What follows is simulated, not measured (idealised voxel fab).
Process module under the name voxel ribs on slabs
Section cut is 275 nm wide and gridded with 5 nm square cells.
Heads up, the way a cross-section reads in here is a grid of square cells, handed over as bands from the top down, with every band being one or more rows of cells.
Band: top and bottom heights (nm) first, top before bottom; then materials from left to right, widths in nm. "throughout" marks a sole material filling the band edge to edge. "blank" denotes empty space.
It should be noted that heights are counted from 0, beneath which the wafer as supplied is of one material throughout, and that the lowest band possesses no lower boundary but continues downward, as written in "0..down".
Top row gets the first number, bottom row gets the second, and each row in between changes by the same step: that is how a band width like "30..40" works.
The cross-section has no changed cell in any step marked "no alterations made".
Basically, "Listed closed voids" tells you about the enclosed voids: empty spaces with no open way to the top, 8 cells or bigger, each written width x height at distance, where distance is from the left edge, all in nm.
Text after the settings on a step's line: the simulator's own remark on that step.
"overlay nm", when on a step's line for a step with a mask, measures how far to the right of its planned place the mask lay; a negative measure means to the left.

# The steps planned for the process are as follows
- 1: RECEIVE | material Si
- 2: DIRECTIONAL_DEP | material SiO2 | thk nm 20
- 3: DIRECTIONAL_DEP | material SiN | thk nm 20
- 4: MASKED_ETCH | tone cover | mask id RIB | width nm 25 | etch materials SiN | depth nm 5 | overlay nm 0
- 5: MASKED_ETCH | tone cover | mask id SLAB | width nm 55 | etch materials SiN | depth nm 10 | overlay nm 0
- 6: FILL_DEP | material SiO2 | thk nm 25
- 7: CMP | height nm 60
- 8: DIRECTIONAL_DEP | material TiN | thk nm 5
- 9: PATTERN | tone cover | mask id HEATER | material resist | width nm 35 | thk nm 20 | overlay nm 0
- 10: DIRECTIONAL_ETCH | etch materials TiN | depth nm 5
- 11: STRIP | etch materials resist
- 12: CONFORMAL_DEP | material SiN | thk nm 10
Wafers differ in depth nm at step 4; plan lists the first wafer's value; identical starting state.

# Incoming state of the first of several wafers in cross-section: after step 1
* 0..down: Si throughout
* Listed closed voids: none

# Cross-section after step 12, the final step of the module, for the first of several wafers
* 75..70: blank (110); SiN (55); blank (110)
* 70..65: SiN throughout
* 65..60: SiN (120); TiN (35); SiN (120)
* 60..40: SiO2 throughout
* 40..35: SiO2 (125); SiN (25); SiO2 (125)
* 35..25: SiO2 (110); SiN (55); SiO2 (110)
* 25..20: SiN throughout
* 20..0: SiO2 throughout
* 0..down: Si throughout
* Listed closed voids: none

# Final wafer of several, shown in cross-section at the end of the module
* 75..70: blank (110); SiN (55); blank (110)
* 70..65: SiN throughout
* 65..60: SiN (120); TiN (35); SiN (120)
* 60..40: SiO2 throughout
* 40..20: SiO2 (125); SiN (25); SiO2 (125)
* 20..0: SiO2 throughout
* 0..down: Si throughout
* Listed closed voids: none

# The following table contains a row per wafer, in which are reported, at the conclusion of the module, the cells of each material gained (+) or lost (-) since the wafer's receipt, with its closed voids given thereafter
depth nm 5 | +196 SiN | +578 SiO2 | +7 TiN | Listed closed voids: none
depth nm 10 | +146 SiN | +628 SiO2 | +7 TiN | Listed closed voids: none
depth nm 15 | +140 SiN | +634 SiO2 | +7 TiN | Listed closed voids: none
depth nm 20 | +134 SiN | +640 SiO2 | +7 TiN | Listed closed voids: none
depth nm 25 | +134 SiN | +640 SiO2 | +7 TiN | Listed closed voids: none
